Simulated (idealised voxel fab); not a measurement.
process module | voxel capacitor over wiring
cross-section cut | 210 nm wide | cells 5 nm
This document writes a cross-section as a grid whose cells are square, and gives it as bands, listed from the top down; one or more rows of cells form a band.
Read a band's entry like this: the first values are the height of its top and the height of its bottom in nm, and what follows is the sequence of materials from left to right, each with its width in nm. Note that "blank" is empty space, and that a single material marked "everywhere" reaches across the band from edge to edge.
Heights are measured from 0, the level below which the as-received wafer is all one material; the lowest band has no bottom and continues downward, written as in "top 0, no bottom".
The two numbers in a width such as "30 to 40" mark its ends across the band: the first belongs to the top row of cells, the second to the bottom row, and from each row to the next the width moves by the same amount.
A step reported as "nothing altered" is a step in which no cell of the cross-section changed.
For the entry "Unvented voids", the listed items are empty spaces with no open way to the top whose size is 8 cells or more; each item follows the pattern width x height at distance, where distance is from the left edge and all three are in nm.
The remark found on a step's line after its settings is issued by the simulator itself and pertains to that step.
The line of a step may include "overlay nm". On a step with a mask, this value is how far to the right of its planned place the mask lay. A negative value means the mask lay to the left.

-- Process steps (planned)
1 RECEIVE | material Si
2 CONFORMAL_DEP | material SiO2 | thk nm 15
3 CONFORMAL_DEP | material SiN | thk nm 5
4 DIRECTIONAL_DEP | material SiO2 | thk nm 25
5 PATTERN | tone open | mask id METAL_1 | material resist | width nm 30 | pitch nm 95 | thk nm 20 | overlay nm 0
6 DIRECTIONAL_ETCH | etch materials SiO2 | depth nm 25
7 DIRECTIONAL_ETCH | etch materials SiN | depth nm 5
8 STRIP | etch materials resist
9 CONFORMAL_DEP | material TiN | thk nm 5
10 FILL_DEP | material Cu | thk nm 10
11 CMP | height nm 45
12 EPI | material Ru | thk nm 5
13 FILL_DEP | material SiCN | thk nm 5
14 DIRECTIONAL_DEP | material lowk | thk nm 15
15 PATTERN | tone open | mask id PLUG_1 | material resist | width nm 15 | thk nm 15 | overlay nm 0
16 DIRECTIONAL_ETCH | etch materials lowk | depth nm 15
17 DIRECTIONAL_ETCH | etch materials SiCN | depth nm 5
18 STRIP | etch materials resist
19 CONFORMAL_DEP | material TiN | thk nm 5
20 FILL_DEP | material Cu | thk nm 10
21 CMP | height nm 70
22 DIRECTIONAL_DEP | material TiN | thk nm 10
23 DIRECTIONAL_DEP | material Al2O3 | thk nm 5
24 DIRECTIONAL_DEP | material TiN | thk nm 10
25 MASKED_ETCH | tone cover | mask id UPPER_PLATE | width nm 70 | etch materials TiN | depth nm 10 | overlay nm 0
26 MASKED_ETCH | tone cover | mask id UPPER_PLATE | width nm 70 | etch materials Al2O3 | depth nm 5 | overlay nm 0
27 DIRECTIONAL_DEP | material aC | thk nm 15
28 PATTERN | tone cover | mask id LOWER_PLATE | material resist | width nm 80 | thk nm 30 | overlay nm 0
29 DIRECTIONAL_ETCH | etch materials aC | depth nm 15
30 STRIP | etch materials resist
31 DIRECTIONAL_ETCH | etch materials TiN | depth nm 10
32 STRIP | etch materials aC
33 FILL_DEP | material SiO2 | thk nm 20
34 CMP | height nm 110
35 MASKED_ETCH | tone open | mask id PLUG_2 | width nm 15 | etch materials SiO2 | depth nm 15 | overlay nm 0
36 CONFORMAL_DEP | material TiN | thk nm 5
37 FILL_DEP | material Cu | thk nm 10
38 CMP | height nm 110
39 CONFORMAL_DEP | material SiCN | thk nm 5

-- Cross-section of the wafer at receipt, which is the condition after step 1
top 0, no bottom = Si everywhere
Unvented voids: none

-- Run as planned - first of the two wafers cross-sectioned at the end of the module
top 115, bottom 110 = SiCN everywhere
top 110, bottom 100 = SiO2 65 nm / TiN 5 nm / Cu 5 nm / TiN 5 nm / SiO2 130 nm
top 100, bottom 95 = SiO2 65 nm / TiN 15 nm / SiO2 130 nm
top 95, bottom 85 = SiO2 55 nm / TiN 70 nm / SiO2 85 nm
top 85, bottom 80 = SiO2 55 nm / Al2O3 70 nm / SiO2 85 nm
top 80, bottom 70 = SiO2 50 nm / TiN 80 nm / SiO2 80 nm
top 70, bottom 55 = lowk 55 nm / TiN 5 nm / Cu 5 nm / TiN 5 nm / lowk 140 nm
top 55, bottom 50 = SiCN 55 nm / TiN 15 nm / SiCN 140 nm
top 50, bottom 45 = SiCN 35 nm / Ru 40 nm / SiCN 55 nm / Ru 40 nm / SiCN 40 nm
top 45, bottom 20 = SiO2 40 nm / TiN 5 nm / Cu 20 nm / TiN 5 nm / SiO2 65 nm / TiN 5 nm / Cu 20 nm / TiN 5 nm / SiO2 45 nm
top 20, bottom 15 = SiN 40 nm / TiN 30 nm / SiN 65 nm / TiN 30 nm / SiN 45 nm
top 15, bottom 0 = SiO2 everywhere
top 0, no bottom = Si everywhere
Unvented voids: none

-- Here is the second of the two wafers cut open at the end of the module - same start, same plan as the first one, but we made one mistake running it
top 115, bottom 110 = SiCN everywhere
top 110, bottom 100 = SiO2 65 nm / TiN 5 nm / Cu 5 nm / TiN 5 nm / SiO2 130 nm
top 100, bottom 95 = SiO2 65 nm / TiN 15 nm / SiO2 130 nm
top 95, bottom 85 = SiO2 55 nm / TiN 70 nm / SiO2 85 nm
top 85, bottom 80 = SiO2 everywhere
top 80, bottom 70 = TiN everywhere
top 70, bottom 55 = lowk 55 nm / TiN 5 nm / Cu 5 nm / TiN 5 nm / lowk 140 nm
top 55, bottom 50 = SiCN 55 nm / TiN 15 nm / SiCN 140 nm
top 50, bottom 45 = SiCN 35 nm / Ru 40 nm / SiCN 55 nm / Ru 40 nm / SiCN 40 nm
top 45, bottom 20 = SiO2 40 nm / TiN 5 nm / Cu 20 nm / TiN 5 nm / SiO2 65 nm / TiN 5 nm / Cu 20 nm / TiN 5 nm / SiO2 45 nm
top 20, bottom 15 = SiN 40 nm / TiN 30 nm / SiN 65 nm / TiN 30 nm / SiN 45 nm
top 15, bottom 0 = SiO2 everywhere
top 0, no bottom = Si everywhere
Unvented voids: none
Where did the run depart from the plan? step 23, actual vs plan mismatch, actual run DIRECTIONAL_DEP | material SiO2 | thk nm 5
The second wafer ends with more or fewer cells of some materials than the first, per final count: -14 Al2O3 | -38 SiO2 | +52 TiN
